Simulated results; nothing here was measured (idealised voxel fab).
Process module name: voxel ribs on slabs
Shown is cross-section cut, with a width of 140 nm and square cells of size 5 nm.
How to read a cross-section here: the picture is a grid of square cells, written as bands going from the top down, and any band can span one or more rows of cells. What a band's entry tells you: where the top is and where the bottom is, as heights in nm, and after that what lies inside, material by material from left to right, each with its width in nm. Empty space is written as the word "blank", and a single material marked with the word "throughout" occupies the band from edge to edge. Heights are reckoned from 0. Under this level, the received wafer is all of one material. The bottommost band is open-ended downward, for example "0 down". Width spec "30 to 40" -> top row of cells at first value, bottom row at second value, equal per-row change in between. When a step is marked "identical to before", none of the cells in the cross-section changed during that step. Any empty space of 8 cells or more lacking an open way to the top shows up in "Enclosed cavity list" as width x height at distance, distance from the left edge, in nm. after a step's settings: what the simulator itself notes on the step. The setting "overlay nm" may be written on the line of a step. When the step uses a mask, the value reports how far to the right of the planned place the mask lay, and a negative value reports that it lay to the left.
## Here's what the planned process steps look like
| 1 | op RECEIVE | material Si |
| 2 | op DIRECTIONAL_DEP | material SiO2 | thk nm 20 |
| 3 | op DIRECTIONAL_DEP | material polySi | thk nm 20 |
| 4 | op PATTERN | tone cover | mask id RIB | material resist | width nm 30 | thk nm 20 | overlay nm 0 |
| 5 | op DIRECTIONAL_ETCH | etch materials polySi | depth nm 15 |
| 6 | op STRIP | etch materials resist |
| 7 | op DIRECTIONAL_DEP | material aC | thk nm 15 |
| 8 | op PATTERN | tone cover | mask id SLAB | material resist | width nm 60 | thk nm 35 | overlay nm 0 |
| 9 | op DIRECTIONAL_ETCH | etch materials aC | depth nm 15 |
| 10 | op STRIP | etch materials resist |
| 11 | op DIRECTIONAL_ETCH | etch materials polySi | depth nm 5 |
| 12 | op STRIP | etch materials aC |
| 13 | op FILL_DEP | material SiO2 | thk nm 15 |
| 14 | op CMP | height nm 50 |
| 15 | op DIRECTIONAL_DEP | material TiN | thk nm 5 |
| 16 | op MASKED_ETCH | tone cover | mask id HEATER | width nm 40 | etch materials TiN | depth nm 5 | overlay nm 0 |
| 17 | op CONFORMAL_DEP | material SiO2 | thk nm 5 |
## Shown in cross-section is the wafer as received, that is, as it stands after step 1
	0 down  Si throughout
	Enclosed cavity list: none
## The plan above was carried out on the starting structure above with one mistake, and this cross-section shows the wafer at the end of the module
	55 to 50  50 nm blank | 40 nm TiN | 50 nm blank
	50 to 40  SiO2 throughout
	40 to 25  55 nm SiO2 | 30 nm polySi | 55 nm SiO2
	25 to 20  40 nm SiO2 | 60 nm polySi | 40 nm SiO2
	20 to 0  SiO2 throughout
	0 down  Si throughout
	Enclosed cavity list: none
Against the plan, the run slipped here: step 17 of the plan was omitted and not executed
